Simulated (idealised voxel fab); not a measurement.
The following process module bears the name voxel released beams.
Section cut is 165 nm wide and gridded with 5 nm square cells.
Cross-section format: a grid of square cells, given as bands from top to bottom; each band is one or more rows of cells. Look at the band entry: it leads with the top's height and the bottom's height in nm. Then it lists the materials left to right, with a width in nm for each. The word "throughout" on a single material says that material fills the band edge to edge. The word "blank" is empty space. Height reference: 0 = level under which incoming wafer is all one material. Lowest band: no bottom, runs on downward, e.g. "z 0 and below". You'd read "30 to 40" like this: the band's top row of cells is as wide as the first number, its bottom row is as wide as the second, and going down, every row changes width by the same amount as the row before did. "changes: none" -> step changed no cross-section cell. "Encapsulated voids" lists enclosed empty spaces (at least 8 cells, no open path upward to the top), each as width x height at distance from the left edge, in nm. Heads up: the bit after the settings on a step's line is the simulator's remark on that step. overlay nm: for a step with a mask, the amount by which the mask lay right of where it was planned; a negative amount means left of it.

## Listed below are the process steps as planned
step 1: RECEIVE,material Si
step 2: CONFORMAL_DEP,material SiN,thk nm 10
step 3: DIRECTIONAL_DEP,material SiO2,thk nm 20
step 4: DIRECTIONAL_DEP,material aC,thk nm 15
step 5: PATTERN,tone open,mask id ANCHOR,material resist,width nm 25,thk nm 30,overlay nm 0
step 6: DIRECTIONAL_ETCH,etch materials aC,depth nm 15
step 7: STRIP,etch materials resist
step 8: DIRECTIONAL_ETCH,etch materials SiO2,depth nm 20
step 9: STRIP,etch materials aC
step 10: CONFORMAL_DEP,material polySi,thk nm 15
step 11: DIRECTIONAL_DEP,material aC,thk nm 15
step 12: PATTERN,tone cover,mask id BEAM,material resist,width nm 95,thk nm 35,overlay nm 0
step 13: DIRECTIONAL_ETCH,etch materials aC,depth nm 15
step 14: STRIP,etch materials resist
step 15: DIRECTIONAL_ETCH,etch materials polySi,depth nm 15
step 16: STRIP,etch materials aC
step 17: STRIP,etch materials SiO2
Heads up: all these wafers start the same, and what changes between them is the width nm in step 5. The value you see in the plan is just what the first wafer got.

## The as-received cross-section of the first of several wafers corresponds to the state after step 1
    z 0 and below = Si throughout
    Encapsulated voids: none

## Last step of the module is step 17; after it, the first of several wafers in cross-section
    z 45 to 30 = blank (30)  polySi (95)  blank (40)
    z 30 to 10 = blank (40)  polySi (25)  blank (100)
    z 10 to 0 = SiN throughout
    z 0 and below = Si throughout
    Encapsulated voids: none

## Wafer cross-section (last wafer, module end)
    z 45 to 30 = blank (30)  polySi (15)  blank (20)  polySi (60)  blank (40)
    z 30 to 25 = blank (30)  polySi (15)  blank (20)  polySi (15)  blank (85)
    z 25 to 10 = blank (30)  polySi (50)  blank (85)
    z 10 to 0 = SiN throughout
    z 0 and below = Si throughout
    Encapsulated voids: none

## Per wafer (row), end of module: delta in cells per material since receipt, (+) for gained, (-) for lost; closed voids after that
width nm 25; +66 SiN; +77 polySi; Encapsulated voids: none
width nm 30; +66 SiN; +81 polySi; Encapsulated voids: none
width nm 35; +66 SiN; +81 polySi; Encapsulated voids: none
width nm 40; +66 SiN; +81 polySi; Encapsulated voids: none
width nm 45; +66 SiN; +81 polySi; Encapsulated voids: none
width nm 50; +66 SiN; +81 polySi; Encapsulated voids: none
